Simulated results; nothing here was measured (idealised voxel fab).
You're looking at the process module voxel quadruple lines.
Each square cell in cross-section cut measures 5 nm, and the section as a whole is 240 nm wide.
A cross-section is written here as square cells arranged in a grid, and it is given in bands from the top down, each band taking up one or more rows of cells.
Basically the band line says how high the top is and how high the bottom is, in nm, and then what's in it from left to right, every material with its width in nm. Empty space shows up as "air", and if a single material carries "throughout" it runs the full band edge to edge.
Height reference: 0 = level under which incoming wafer is all one material. Lowest band: no bottom, runs on downward, e.g. "0..down".
Width "30->40": first value at the band's top row of cells, second value at its bottom row, equal change from row to row.
You'll sometimes find "everything unchanged" written for a step, and that's the way of saying that nowhere in the cross-section did a cell change during that step.
Basically, "Closed voids list" tells you about the enclosed voids: empty spaces with no open way to the top, 8 cells or bigger, each written width x height at distance, where distance is from the left edge, all in nm.
Post-settings text on a step line: simulator's own remark regarding the step.
A step line may carry the setting "overlay nm", which, for steps involving a mask, states the distance by which the mask lay to the right of its intended position; negative values denote displacement to the left.

**So here's the lineup of process steps we planned**
1: RECEIVE: material Si
2: CONFORMAL_DEP: material SiO2, thk nm 5
3: DIRECTIONAL_DEP: material W, thk nm 10
4: DIRECTIONAL_DEP: material polySi, thk nm 15
5: DIRECTIONAL_DEP: material aC, thk nm 20
6: PATTERN: tone cover, mask id MANDREL, material resist, width nm 25, pitch nm 80, thk nm 30, overlay nm 0
7: DIRECTIONAL_ETCH: etch materials aC, depth nm 20
8: STRIP: etch materials resist
9: CONFORMAL_DEP: material SiO2, thk nm 15
10: DIRECTIONAL_ETCH: etch materials SiO2, depth nm 15
11: STRIP: etch materials aC
12: DIRECTIONAL_ETCH: etch materials polySi, depth nm 15
13: STRIP: etch materials SiO2
14: CONFORMAL_DEP: material SiN, thk nm 5
15: DIRECTIONAL_ETCH: etch materials SiN, depth nm 5
16: STRIP: etch materials polySi
17: DIRECTIONAL_ETCH: etch materials W, depth nm 10
18: STRIP: etch materials SiN

**This is the cross-section of the wafer as we received it, i.e. after step 1**
    0..down | Si throughout
    Closed voids list: none

**As-planned run: cross-section of the first of two wafers at end of module**
    15..5 | air 45, W 5, air 15, W 5, air 15, W 5, air 15, W 5, air 15, W 5, air 15, W 5, air 15, W 5, air 15, W 5, air 50
    5..0 | SiO2 throughout
    0..down | Si throughout
    Closed voids list: none

**The second wafer, shown in cross-section after the module: started the same way as the first and given the same plan, yet one mistake crept into how it was run**
    20..10 | air 45, W 5, air 15, W 5, air 15, W 5, air 15, W 5, air 15, W 5, air 15, W 5, air 15, W 5, air 15, W 5, air 50
    10..5 | W throughout
    5..0 | SiO2 throughout
    0..down | Si throughout
    Closed voids list: none
what went wrong: heads up, step 3 didn't go per plan, it actually ran as DIRECTIONAL_DEP: material W, thk nm 15
Bottom line after processing is that, in cells, the second wafer is up or down on some materials versus the first: +48 W
